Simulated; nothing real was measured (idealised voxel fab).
process module | voxel fin reveal
cross-section cut | 275 nm wide | cells 5 nm
A cross-section is a grid of square cells, given in bands from the top down. A band is one or more rows of cells.
Each band's line starts with the height of the band's top and of its bottom, in nm. Then come its materials from left to right, each with its width in nm. One material with "throughout" fills the band from edge to edge. "air" is empty space.
Height 0 is the level under which the wafer as received is all one material. The lowest band goes on downwards, as in "0 down".
A width such as "30 to 40" changes by the same amount from each row of cells to the next, from the band's top row to its bottom row.
"no change" after a step means that no cell of the cross-section changed.
closed voids: empty space of 8 cells or more with no open way to the top, each as width x height at its distance from the left edge, in nm
after a step's settings: what the simulator itself notes on the step
overlay nm, on a step with a mask: how far to the right of its planned place the mask lay; to the left if negative
plan
1 op RECEIVE | material Si
2 op CONFORMAL_DEP | material SiN | thk nm 5
3 op MASKED_ETCH | tone cover | mask id FINS | width nm 15 | pitch nm 40 | etch materials SiN | depth nm 5 | overlay nm 0
4 op MASKED_ETCH | tone cover | mask id FINS | width nm 15 | pitch nm 40 | etch materials Si | depth nm 30 | overlay nm 0
5 op FILL_DEP | material SiO2 | thk nm 15
6 op CMP | height nm 5
7 op SELECTIVE_ETCH | etch materials SiO2 | depth nm 25
8 op STRIP | etch materials SiN
9 op CONFORMAL_DEP | material SiO2 | thk nm 5
first wafer, as planned
as received, after step 1
  0 down: Si throughout
  closed voids: none
after step 2
  5 to 0: SiN throughout
  below 0: unchanged
after step 3
  5 to 0: air 110 | SiN 15 | air 25 | SiN 15 | air 110
  below 0: unchanged
after step 4
  5 to 0: air 110 | SiN 15 | air 25 | SiN 15 | air 110
  0 to -30: air 110 | Si 15 | air 25 | Si 15 | air 110
  below -30: unchanged
after step 5
  20 to 5: SiO2 throughout
  5 to 0: SiO2 110 | SiN 15 | SiO2 25 | SiN 15 | SiO2 110
  0 to -30: SiO2 110 | Si 15 | SiO2 25 | Si 15 | SiO2 110
  below -30: unchanged
after step 6
  5 to 0: SiO2 110 | SiN 15 | SiO2 25 | SiN 15 | SiO2 110
  below 0: unchanged
after step 7
  5 to 0: air 110 | SiN 15 | air 25 | SiN 15 | air 110
  0 to -20: air 110 | Si 15 | air 25 | Si 15 | air 110
  below -20: unchanged
after step 8
  0 to -20: air 110 | Si 15 | air 25 | Si 15 | air 110
  below -20: unchanged
after step 9
  5 to 0: air 105 | SiO2 25 | air 15 | SiO2 25 | air 105
  0 to -15: air 105 | SiO2 5 | Si 15 | SiO2 5 | air 15 | SiO2 5 | Si 15 | SiO2 5 | air 105
  -15 to -30: SiO2 110 | Si 15 | SiO2 25 | Si 15 | SiO2 110
  below -30: unchanged
second wafer: like start, like plan, one mistake. Through step 8 it matches the first wafer
when step 9 should have ended
  5 to 0: air 105 | SiN 25 | air 15 | SiN 25 | air 105
  0 to -15: air 105 | SiN 5 | Si 15 | SiN 5 | air 15 | SiN 5 | Si 15 | SiN 5 | air 105
  -15 to -20: SiN 110 | Si 15 | SiN 25 | Si 15 | SiN 110
  below -20: unchanged
what went wrong: step 9 ran as: op CONFORMAL_DEP | material SiN | thk nm 5
at the end the second wafer has, in cells: 71 more of SiN | 71 fewer of SiO2
